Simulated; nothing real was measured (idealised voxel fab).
The following process module bears the name voxel self aligned vias.
The figure presents cross-section cut, which has a width of 215 nm and is divided into square cells with an edge length of 5 nm.
How to read a cross-section here: the picture is a grid of square cells, written as bands going from the top down, and any band can span one or more rows of cells. Each band's line starts with the height of the band's top and of its bottom, in nm. Then come its materials from left to right, each with its width in nm. One material with "all across" fills the band from edge to edge. "air" is empty space. All heights in this document are referenced to 0, defined as the level beneath which the wafer, as received, consists entirely of one material. The lowest band is not bounded below; it extends indefinitely downward and is written in the form "0 -> down". Quick explanation for "30 to 40": the width changes in equal steps down the rows of cells, from the first number in the band's top row to the second number in its bottom row. Take "all unchanged" at face value: in the step it is given for, the cross-section changed in none of its cells. In "Unvented voids" the enclosed voids are listed, meaning empty spaces of 8 cells or larger without any opening to the top. The form is width x height at distance, distance from the left edge, units nm. Step line, after settings: the simulator's comment on this step. overlay nm: on a step with a mask, how far right of its planned place the mask lay; negative means left.

# The steps planned for the process are as follows
1. op RECEIVE | material Si
2. op CONFORMAL_DEP | material SiO2 | thk nm 10
3. op CONFORMAL_DEP | material SiCN | thk nm 5
4. op DIRECTIONAL_DEP | material lowk | thk nm 25
5. op PATTERN | tone open | mask id LINES | material resist | width nm 25 | pitch nm 55 | thk nm 20 | overlay nm 0
6. op DIRECTIONAL_ETCH | etch materials lowk | depth nm 25
7. op STRIP | etch materials resist
8. op CONFORMAL_DEP | material TiN | thk nm 5
9. op FILL_DEP | material W | thk nm 10
10. op CMP | height nm 40
11. op SELECTIVE_ETCH | etch materials W Ru TiN | depth nm 5
12. op FILL_DEP | material SiN | thk nm 5
13. op CMP | height nm 40
14. op DIRECTIONAL_DEP | material lowk | thk nm 20
15. op MASKED_ETCH | tone open | mask id VIAS | width nm 25 | pitch nm 110 | etch materials lowk | depth nm 20 | overlay nm 0
16. op MASKED_ETCH | tone open | mask id VIAS | width nm 35 | pitch nm 110 | etch materials SiN | depth nm 5 | overlay nm 0
17. op CONFORMAL_DEP | material TiN | thk nm 5
18. op FILL_DEP | material W | thk nm 10
19. op CMP | height nm 60
20. op CONFORMAL_DEP | material SiN | thk nm 5
Wafer-to-wafer difference: width nm, step 15. Common start. Plan = first wafer's value.

# Cross-section of the first incoming wafer of several, state after step 1
> 0 -> down = Si all across
> Unvented voids: none

# For your reference, the table is organized with a row per wafer; each row reflects the wafer at the end of the module, indicating for each material the cells gained (+) or lost (-) since receipt, and thereafter its closed voids
width nm 25, +43 SiCN, +48 SiN, +86 SiO2, +59 TiN, +51 W, +272 lowk, Unvented voids: none
width nm 30, +43 SiCN, +48 SiN, +86 SiO2, +61 TiN, +57 W, +264 lowk, Unvented voids: none
width nm 35, +43 SiCN, +48 SiN, +86 SiO2, +63 TiN, +63 W, +256 lowk, Unvented voids: none
width nm 40, +43 SiCN, +48 SiN, +86 SiO2, +65 TiN, +69 W, +248 lowk, Unvented voids: none
width nm 45, +43 SiCN, +48 SiN, +86 SiO2, +67 TiN, +75 W, +240 lowk, Unvented voids: none
width nm 50, +43 SiCN, +48 SiN, +86 SiO2, +69 TiN, +81 W, +232 lowk, Unvented voids: none
